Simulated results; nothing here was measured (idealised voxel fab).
process module | voxel gate over fins
cross-section cut | 270 nm wide | cells 5 nm
A cross-section is a grid of square cells, given in bands from the top down. A band is one or more rows of cells.
Each band's line starts with the height of the band's top and of its bottom, in nm. Then come its materials from left to right, each with its width in nm. One material with "throughout" fills the band from edge to edge. "air" is empty space.
Height 0 is the level under which the wafer as received is all one material. The lowest band goes on downwards, as in "0 down".
A width such as "30 to 40" changes by the same amount from each row of cells to the next, from the band's top row to its bottom row.
"no change" after a step means that no cell of the cross-section changed.
closed voids: empty space of 8 cells or more with no open way to the top, each as width x height at its distance from the left edge, in nm
after a step's settings: what the simulator itself notes on the step
overlay nm, on a step with a mask: how far to the right of its planned place the mask lay; to the left if negative
plan
1 op RECEIVE | material Si
2 op CONFORMAL_DEP | material SiN | thk nm 10
3 op DIRECTIONAL_DEP | material aC | thk nm 15
4 op PATTERN | tone cover | mask id FINS | material resist | width nm 15 | pitch nm 45 | thk nm 30 | overlay nm 0
5 op DIRECTIONAL_ETCH | etch materials aC | depth nm 15
6 op STRIP | etch materials resist
7 op DIRECTIONAL_ETCH | etch materials SiN | depth nm 10
8 op DIRECTIONAL_ETCH | etch materials Si | depth nm 30
9 op STRIP | etch materials aC
10 op FILL_DEP | material SiO2 | thk nm 10
11 op CMP | height nm 10
12 op SELECTIVE_ETCH | etch materials SiO2 | depth nm 25
13 op STRIP | etch materials SiN
14 op CONFORMAL_DEP | material HfO2 | thk nm 5
15 op CONFORMAL_DEP | material TiN | thk nm 5
16 op FILL_DEP | material W | thk nm 10
17 op CMP | height nm 15
18 op CONFORMAL_DEP | material SiCN | thk nm 10
first wafer, as planned
as received, after step 1
  0 down: Si throughout
  closed voids: none
after step 2
  10 to 0: SiN throughout
  below 0: unchanged
after step 3
  25 to 10: aC throughout
  below 10: unchanged
after step 4
  55 to 25: air 60 | resist 15 | air 30 | resist 15 | air 30 | resist 15 | air 30 | resist 15 | air 60
  below 25: unchanged
after step 5
  40 to 25: air 60 | resist 15 | air 30 | resist 15 | air 30 | resist 15 | air 30 | resist 15 | air 60
  25 to 10: air 60 | aC 15 | air 30 | aC 15 | air 30 | aC 15 | air 30 | aC 15 | air 60
  below 10: unchanged
after step 6
  25 to 10: air 60 | aC 15 | air 30 | aC 15 | air 30 | aC 15 | air 30 | aC 15 | air 60
  below 10: unchanged
after step 7
  25 to 10: air 60 | aC 15 | air 30 | aC 15 | air 30 | aC 15 | air 30 | aC 15 | air 60
  10 to 0: air 60 | SiN 15 | air 30 | SiN 15 | air 30 | SiN 15 | air 30 | SiN 15 | air 60
  below 0: unchanged
after step 8
  25 to 10: air 60 | aC 15 | air 30 | aC 15 | air 30 | aC 15 | air 30 | aC 15 | air 60
  10 to 0: air 60 | SiN 15 | air 30 | SiN 15 | air 30 | SiN 15 | air 30 | SiN 15 | air 60
  0 to -30: air 60 | Si 15 | air 30 | Si 15 | air 30 | Si 15 | air 30 | Si 15 | air 60
  below -30: unchanged
after step 9
  10 to 0: air 60 | SiN 15 | air 30 | SiN 15 | air 30 | SiN 15 | air 30 | SiN 15 | air 60
  below 0: unchanged
after step 10
  20 to 10: SiO2 throughout
  10 to 0: SiO2 60 | SiN 15 | SiO2 30 | SiN 15 | SiO2 30 | SiN 15 | SiO2 30 | SiN 15 | SiO2 60
  0 to -30: SiO2 60 | Si 15 | SiO2 30 | Si 15 | SiO2 30 | Si 15 | SiO2 30 | Si 15 | SiO2 60
  below -30: unchanged
after step 11
  10 to 0: SiO2 60 | SiN 15 | SiO2 30 | SiN 15 | SiO2 30 | SiN 15 | SiO2 30 | SiN 15 | SiO2 60
  below 0: unchanged
after step 12
  10 to 0: air 60 | SiN 15 | air 30 | SiN 15 | air 30 | SiN 15 | air 30 | SiN 15 | air 60
  0 to -15: air 60 | Si 15 | air 30 | Si 15 | air 30 | Si 15 | air 30 | Si 15 | air 60
  below -15: unchanged
after step 13
  0 to -15: air 60 | Si 15 | air 30 | Si 15 | air 30 | Si 15 | air 30 | Si 15 | air 60
  below -15: unchanged
after step 14
  5 to 0: air 55 | HfO2 25 | air 20 | HfO2 25 | air 20 | HfO2 25 | air 20 | HfO2 25 | air 55
  0 to -10: air 55 | HfO2 5 | Si 15 | HfO2 5 | air 20 | HfO2 5 | Si 15 | HfO2 5 | air 20 | HfO2 5 | Si 15 | HfO2 5 | air 20 | HfO2 5 | Si 15 | HfO2 5 | air 55
  -10 to -15: HfO2 60 | Si 15 | HfO2 30 | Si 15 | HfO2 30 | Si 15 | HfO2 30 | Si 15 | HfO2 60
  below -15: unchanged
after step 15
  10 to 5: air 50 | TiN 35 | air 10 | TiN 35 | air 10 | TiN 35 | air 10 | TiN 35 | air 50
  5 to 0: air 50 | TiN 5 | HfO2 25 | TiN 5 | air 10 | TiN 5 | HfO2 25 | TiN 5 | air 10 | TiN 5 | HfO2 25 | TiN 5 | air 10 | TiN 5 | HfO2 25 | TiN 5 | air 50
  0 to -5: air 50 | TiN 5 | HfO2 5 | Si 15 | HfO2 5 | TiN 5 | air 10 | TiN 5 | HfO2 5 | Si 15 | HfO2 5 | TiN 5 | air 10 | TiN 5 | HfO2 5 | Si 15 | HfO2 5 | TiN 5 | air 10 | TiN 5 | HfO2 5 | Si 15 | HfO2 5 | TiN 5 | air 50
  -5 to -10: TiN 55 | HfO2 5 | Si 15 | HfO2 5 | TiN 20 | HfO2 5 | Si 15 | HfO2 5 | TiN 20 | HfO2 5 | Si 15 | HfO2 5 | TiN 20 | HfO2 5 | Si 15 | HfO2 5 | TiN 55
  below -10: unchanged
after step 16
  20 to 10: W throughout
  10 to 5: W 50 | TiN 35 | W 10 | TiN 35 | W 10 | TiN 35 | W 10 | TiN 35 | W 50
  5 to 0: W 50 | TiN 5 | HfO2 25 | TiN 5 | W 10 | TiN 5 | HfO2 25 | TiN 5 | W 10 | TiN 5 | HfO2 25 | TiN 5 | W 10 | TiN 5 | HfO2 25 | TiN 5 | W 50
  0 to -5: W 50 | TiN 5 | HfO2 5 | Si 15 | HfO2 5 | TiN 5 | W 10 | TiN 5 | HfO2 5 | Si 15 | HfO2 5 | TiN 5 | W 10 | TiN 5 | HfO2 5 | Si 15 | HfO2 5 | TiN 5 | W 10 | TiN 5 | HfO2 5 | Si 15 | HfO2 5 | TiN 5 | W 50
  below -5: unchanged
after step 17
  15 to 10: W throughout
  below 10: unchanged
after step 18
  25 to 15: SiCN throughout
  below 15: unchanged
second wafer: like start, like plan, one mistake. Through step 7 it matches the first wafer
when step 8 should have ended
  25 to 10: air 60 | aC 15 | air 30 | aC 15 | air 30 | aC 15 | air 30 | aC 15 | air 60
  10 to 0: air 60 | SiN 15 | air 30 | SiN 15 | air 30 | SiN 15 | air 30 | SiN 15 | air 60
  0 to -60: air 60 | Si 15 | air 30 | Si 15 | air 30 | Si 15 | air 30 | Si 15 | air 60
  below -60: unchanged
when step 9 should have ended
  10 to 0: air 60 | SiN 15 | air 30 | SiN 15 | air 30 | SiN 15 | air 30 | SiN 15 | air 60
  below 0: unchanged
when step 10 should have ended
  20 to 10: SiO2 throughout
  10 to 0: SiO2 60 | SiN 15 | SiO2 30 | SiN 15 | SiO2 30 | SiN 15 | SiO2 30 | SiN 15 | SiO2 60
  0 to -60: SiO2 60 | Si 15 | SiO2 30 | Si 15 | SiO2 30 | Si 15 | SiO2 30 | Si 15 | SiO2 60
  below -60: unchanged
when step 11 should have ended
  10 to 0: SiO2 60 | SiN 15 | SiO2 30 | SiN 15 | SiO2 30 | SiN 15 | SiO2 30 | SiN 15 | SiO2 60
  below 0: unchanged
when step 12 should have ended
  10 to 0: air 60 | SiN 15 | air 30 | SiN 15 | air 30 | SiN 15 | air 30 | SiN 15 | air 60
  0 to -15: air 60 | Si 15 | air 30 | Si 15 | air 30 | Si 15 | air 30 | Si 15 | air 60
  below -15: unchanged
when step 13 should have ended
  0 to -15: air 60 | Si 15 | air 30 | Si 15 | air 30 | Si 15 | air 30 | Si 15 | air 60
  below -15: unchanged
when step 14 should have ended
  5 to 0: air 55 | HfO2 25 | air 20 | HfO2 25 | air 20 | HfO2 25 | air 20 | HfO2 25 | air 55
  0 to -10: air 55 | HfO2 5 | Si 15 | HfO2 5 | air 20 | HfO2 5 | Si 15 | HfO2 5 | air 20 | HfO2 5 | Si 15 | HfO2 5 | air 20 | HfO2 5 | Si 15 | HfO2 5 | air 55
  -10 to -15: HfO2 60 | Si 15 | HfO2 30 | Si 15 | HfO2 30 | Si 15 | HfO2 30 | Si 15 | HfO2 60
  below -15: unchanged
when step 15 should have ended
  10 to 5: air 50 | TiN 35 | air 10 | TiN 35 | air 10 | TiN 35 | air 10 | TiN 35 | air 50
  5 to 0: air 50 | TiN 5 | HfO2 25 | TiN 5 | air 10 | TiN 5 | HfO2 25 | TiN 5 | air 10 | TiN 5 | HfO2 25 | TiN 5 | air 10 | TiN 5 | HfO2 25 | TiN 5 | air 50
  0 to -5: air 50 | TiN 5 | HfO2 5 | Si 15 | HfO2 5 | TiN 5 | air 10 | TiN 5 | HfO2 5 | Si 15 | HfO2 5 | TiN 5 | air 10 | TiN 5 | HfO2 5 | Si 15 | HfO2 5 | TiN 5 | air 10 | TiN 5 | HfO2 5 | Si 15 | HfO2 5 | TiN 5 | air 50
  -5 to -10: TiN 55 | HfO2 5 | Si 15 | HfO2 5 | TiN 20 | HfO2 5 | Si 15 | HfO2 5 | TiN 20 | HfO2 5 | Si 15 | HfO2 5 | TiN 20 | HfO2 5 | Si 15 | HfO2 5 | TiN 55
  below -10: unchanged
when step 16 should have ended
  20 to 10: W throughout
  10 to 5: W 50 | TiN 35 | W 10 | TiN 35 | W 10 | TiN 35 | W 10 | TiN 35 | W 50
  5 to 0: W 50 | TiN 5 | HfO2 25 | TiN 5 | W 10 | TiN 5 | HfO2 25 | TiN 5 | W 10 | TiN 5 | HfO2 25 | TiN 5 | W 10 | TiN 5 | HfO2 25 | TiN 5 | W 50
  0 to -5: W 50 | TiN 5 | HfO2 5 | Si 15 | HfO2 5 | TiN 5 | W 10 | TiN 5 | HfO2 5 | Si 15 | HfO2 5 | TiN 5 | W 10 | TiN 5 | HfO2 5 | Si 15 | HfO2 5 | TiN 5 | W 10 | TiN 5 | HfO2 5 | Si 15 | HfO2 5 | TiN 5 | W 50
  below -5: unchanged
when step 17 should have ended
  15 to 10: W throughout
  below 10: unchanged
when step 18 should have ended
  25 to 15: SiCN throughout
  below 15: unchanged
what went wrong: step 8 was run twice
at the end the second wafer has, in cells: 252 fewer of Si | 252 more of SiO2
